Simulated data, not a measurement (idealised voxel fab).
Documented hereafter: the process module known as voxel released beams.
Shown is cross-section cut, with a width of 240 nm and square cells of size 5 nm.
Notation: cross-section as square-cell grid; stated in bands, top first, going down; one or more cell rows per band. Heads up on the band format: heights come first, top then bottom, in nm. After that it's the materials left to right, each with its width in nm. A single material flagged "everywhere" fills the whole band edge to edge, and "air" means there's empty space there. Heights from 0 (as-received wafer is one material below). Bottom band endless downward, as "0 and below". The notation "30 to 40" denotes a width that varies across the rows of cells in the band, beginning at the first number in the top row, finishing at the second number in the bottom row, and changing by an identical amount from each row to the next. For the purposes of this document, the phrase "nothing altered" attached to a step denotes that no cell within the cross-section was modified by that step. If an empty space has no open way to the top and is at least 8 cells in size, "Trapped cavities" lists it, written width x height at distance, where distance is measured from the left edge and every value is in nm. Where a step's line continues beyond its settings, the continuation is a remark by the simulator itself on that step. "overlay nm" on a masked step: distance the mask lay right of its planned place, negative for left.
-- Intended process steps
1 RECEIVE,material Si
2 CONFORMAL_DEP,material Al2O3,thk nm 5
3 DIRECTIONAL_DEP,material SiO2,thk nm 20
4 MASKED_ETCH,tone open,mask id ANCHOR,width nm 25,etch materials SiO2,depth nm 20,overlay nm -15
5 CONFORMAL_DEP,material polySi,thk nm 10
6 MASKED_ETCH,tone cover,mask id BEAM,width nm 110,etch materials polySi,depth nm 10,overlay nm 0
7 STRIP,etch materials SiO2
The wafers in this document start out alike and differ in the overlay nm applied at step 4; the plan shows the value used for the first wafer.
-- As-received cross-section, first of several wafers, post step 1
> 0 and below: Si everywhere
> Trapped cavities: none
-- Wafer cross-section (first of several) - module end, post step 7 (last step)
> 35 down to 25: 65 nm air, 105 nm polySi, 70 nm air
> 25 down to 15: 50 nm air, 10 nm polySi, 5 nm air, 10 nm polySi, 165 nm air
> 15 down to 5: 50 nm air, 25 nm polySi, 165 nm air
> 5 down to 0: Al2O3 everywhere
> 0 and below: Si everywhere
> Trapped cavities: none
-- last wafer at the end
> 35 down to 25: 60 nm air, 30 nm polySi, 5 nm air, 75 nm polySi, 70 nm air
> 25 down to 15: 80 nm air, 10 nm polySi, 5 nm air, 10 nm polySi, 135 nm air
> 15 down to 5: 80 nm air, 25 nm polySi, 135 nm air
> 5 down to 0: Al2O3 everywhere
> 0 and below: Si everywhere
> Trapped cavities: none
-- For your reference, the table is organized with a row per wafer; each row reflects the wafer at the end of the module, indicating for each material the cells gained (+) or lost (-) since receipt, and thereafter its closed voids
overlay nm -15, +48 Al2O3, +60 polySi, Trapped cavities: none
overlay nm -10, +48 Al2O3, +60 polySi, Trapped cavities: none
overlay nm -5, +48 Al2O3, +60 polySi, Trapped cavities: none
overlay nm 0, +48 Al2O3, +60 polySi, Trapped cavities: none
overlay nm 5, +48 Al2O3, +60 polySi, Trapped cavities: none
overlay nm 10, +48 Al2O3, +60 polySi, Trapped cavities: none
overlay nm 15, +48 Al2O3, +60 polySi, Trapped cavities: none
